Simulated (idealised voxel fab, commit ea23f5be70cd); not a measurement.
The name of this process module is voxel released beams.
The figure presents cross-section cut, which has a width of 170 nm and is divided into square cells with an edge length of 5 nm.
In what follows, cross-sections appear as grids of square cells, described through bands that run from the top down, where every band is one or more rows of cells. What a band's entry tells you: where the top is and where the bottom is, as heights in nm, and after that what lies inside, material by material from left to right, each with its width in nm. Empty space is written as the word "blank", and a single material marked with the word "throughout" occupies the band from edge to edge. A quick word on heights: they are counted from 0, and under that level the wafer as it came to us is one material throughout. The lowest band is different from the rest in having no bottom; it simply continues downward, written as in "z 0 and below". So if you see something like "30->40" for the width, read it as the top row of the band sitting at the first number and the bottom row at the second, with every row in between moving by the same amount as the last. The cross-section has no changed cell in any step marked "nothing got changed". "Non-vented voids": empty spaces of 8 cells or more with no open way to the top, each given as width x height at distance, distance from the left edge, all in nm. Past the settings on a step's line: simulator remark, on that step. overlay nm: right-of-plan distance of the mask on a masked step; negative values mean left-of-plan.
## This section lists the process steps that were planned
- 1: op RECEIVE | material Si
- 2: op CONFORMAL_DEP | material Al2O3 | thk nm 5
- 3: op DIRECTIONAL_DEP | material SiO2 | thk nm 10
- 4: op DIRECTIONAL_DEP | material aC | thk nm 10
- 5: op PATTERN | tone open | mask id ANCHOR | material resist | width nm 35 | thk nm 25 | overlay nm 0
- 6: op DIRECTIONAL_ETCH | etch materials aC | depth nm 10
- 7: op STRIP | etch materials resist
- 8: op DIRECTIONAL_ETCH | etch materials SiO2 | depth nm 10
- 9: op STRIP | etch materials aC
- 10: op CONFORMAL_DEP | material SiN | thk nm 10
- 11: op DIRECTIONAL_DEP | material aC | thk nm 10
- 12: op PATTERN | tone cover | mask id BEAM | material resist | width nm 90 | thk nm 30 | overlay nm 0
- 13: op DIRECTIONAL_ETCH | etch materials aC | depth nm 10
- 14: op STRIP | etch materials resist
- 15: op DIRECTIONAL_ETCH | etch materials SiN | depth nm 10
- 16: op STRIP | etch materials aC
- 17: op STRIP | etch materials SiO2
## Cross-section: wafer on arrival = after step 1
	z 0 and below: Si throughout
	Non-vented voids: none
## As-planned run: cross-section of the first of two wafers at end of module
	z 25 to 15: blank 35 | SiN 15 | blank 15 | SiN 60 | blank 45
	z 15 to 5: blank 40 | SiN 35 | blank 95
	z 5 to 0: Al2O3 throughout
	z 0 and below: Si throughout
	Non-vented voids: none
## Cross-sectional view of the second of two wafers upon completion of the module. This wafer shared its starting condition and process plan with the first; one error was made during its execution
	z 25 to 15: blank 30 | SiN 20 | blank 15 | SiN 55 | blank 50
	z 15 to 5: blank 40 | SiN 35 | blank 95
	z 5 to 0: Al2O3 throughout
	z 0 and below: Si throughout
	Non-vented voids: none
What was the processing mistake? step 12 was run on a setting that differed from the plan, and what really ran there is op PATTERN | tone cover | mask id BEAM | material resist | width nm 90 | thk nm 30 | overlay nm -5
at the end the second wafer has, in cells: as many of each material as the first, in other places
